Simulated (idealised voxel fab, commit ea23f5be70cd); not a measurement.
Process module heading - voxel released beams
Shown is cross-section cut, with a width of 265 nm and square cells of size 5 nm.
Cross-section spec: square-cell grid; bands listed top down; each band is one or more rows.
Each band's line starts with the height of the band's top and of its bottom, in nm. Then come its materials from left to right, each with its width in nm. One material with "full width" fills the band from edge to edge. "blank" is empty space.
Ref level 0: as-received wafer is one material below here. Bottom band extends down with no lower bound ("0 nm and below").
Width "30..40": first value at the band's top row of cells, second value at its bottom row, equal change from row to row.
"no modifications", as given for a step, is the statement that not any cell of the cross-section underwent a change during that step.
The entry "Closed void roster" lists the empty spaces that cover at least 8 cells and have no open path to the top. Each is written as width x height at distance, where the distance is measured from the left edge and all three values are in nm.
What comes after the settings on a step's line is commentary from the simulator itself on that step.
overlay nm: on a step with a mask, how far right of its planned place the mask lay; negative means left.
Process steps - plan
- 1: op RECEIVE | material Si
- 2: op CONFORMAL_DEP | material SiN | thk nm 10
- 3: op DIRECTIONAL_DEP | material SiO2 | thk nm 15
- 4: op PATTERN | tone open | mask id ANCHOR | material resist | width nm 40 | thk nm 15 | overlay nm 0
- 5: op DIRECTIONAL_ETCH | etch materials SiO2 | depth nm 15
- 6: op STRIP | etch materials resist
- 7: op CONFORMAL_DEP | material W | thk nm 15
- 8: op DIRECTIONAL_DEP | material aC | thk nm 10
- 9: op PATTERN | tone cover | mask id BEAM | material resist | width nm 90 | thk nm 30 | overlay nm 0
- 10: op DIRECTIONAL_ETCH | etch materials aC | depth nm 10
- 11: op STRIP | etch materials resist
- 12: op DIRECTIONAL_ETCH | etch materials W | depth nm 15
- 13: op STRIP | etch materials aC
- 14: op STRIP | etch materials SiO2
So this is the incoming wafer in cross-section - it's already been through step 1
	0 nm and below  Si full width
	Closed void roster: none
Here's the wafer cut in cross-section after the module, started and planned just like above, except one thing was done wrong in the run
	35 nm to 20 nm  85 nm blank  20 nm W  10 nm blank  60 nm W  90 nm blank
	20 nm to 5 nm  90 nm blank  40 nm W  135 nm blank
	5 nm to 0 nm  SiN full width
	0 nm and below  Si full width
	Closed void roster: none
What broke from the plan during processing? step 2 was run on a setting that differed from the plan, and what really ran there is op CONFORMAL_DEP | material SiN | thk nm 5
